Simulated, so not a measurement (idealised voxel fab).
The process module that follows is named voxel ribs on slabs.
It is cross-section cut that appears here, measuring 260 nm in width, its square cells being 5 nm in size.
Think of the cross-section as a grid of square cells. We describe it in bands, top to bottom, and each band covers one or more rows of those cells.
Heights first: top, then bottom, in nm. Then materials, left to right, each with a width in nm. "edge to edge" on a single material: fills the band edge to edge. "air": empty space.
A quick word on heights: they are counted from 0, and under that level the wafer as it came to us is one material throughout. The lowest band is different from the rest in having no bottom; it simply continues downward, written as in "0 down".
Per-row width for "30->40": begins at first number (top row of band), ends at second number (bottom row), increment between rows held constant.
You'll sometimes find "no modification" written for a step, and that's the way of saying that nowhere in the cross-section did a cell change during that step.
Closed empty spaces (no open way to the top) of 8 cells or more are what "Completely enclosed voids" lists, each as width x height at distance from the left edge, nm for all three.
Heads up: the bit after the settings on a step's line is the simulator's remark on that step.
If you see "overlay nm" on a step's line and that step has a mask, it's telling you how far right of where it was planned the mask ended up; a negative number means it went left instead.

# Planned process steps
step 1: RECEIVE, material Si
step 2: DIRECTIONAL_DEP, material SiO2, thk nm 30
step 3: DIRECTIONAL_DEP, material SiN, thk nm 15
step 4: PATTERN, tone cover, mask id RIB, material resist, width nm 25, thk nm 15, overlay nm 0
step 5: DIRECTIONAL_ETCH, etch materials SiN, depth nm 5
step 6: STRIP, etch materials resist
step 7: MASKED_ETCH, tone cover, mask id SLAB, width nm 55, etch materials SiN, depth nm 10, overlay nm -15
step 8: FILL_DEP, material SiO2, thk nm 25
step 9: CMP, height nm 65
step 10: DIRECTIONAL_DEP, material TiN, thk nm 5
step 11: MASKED_ETCH, tone cover, mask id HEATER, width nm 35, etch materials TiN, depth nm 5, overlay nm 0
step 12: CONFORMAL_DEP, material SiO2, thk nm 5
Be aware that, although all wafers share a common starting state, the overlay nm at step 7 differs among them, and the plan displays the first wafer's value.

# The first of several wafers, as received after step 1, seen in section
* 0 down: Si edge to edge
* Completely enclosed voids: none

# Rows = wafers. At module end, each row lists per material the cells gained (+) or lost (-) since the wafer was received, then the closed voids
overlay nm -15; +27 SiN; +703 SiO2; +7 TiN; Completely enclosed voids: none
overlay nm -10; +27 SiN; +703 SiO2; +7 TiN; Completely enclosed voids: none
overlay nm -5; +27 SiN; +703 SiO2; +7 TiN; Completely enclosed voids: none
overlay nm 0; +27 SiN; +703 SiO2; +7 TiN; Completely enclosed voids: none
overlay nm 5; +27 SiN; +703 SiO2; +7 TiN; Completely enclosed voids: none
overlay nm 10; +27 SiN; +703 SiO2; +7 TiN; Completely enclosed voids: none
overlay nm 15; +27 SiN; +703 SiO2; +7 TiN; Completely enclosed voids: none
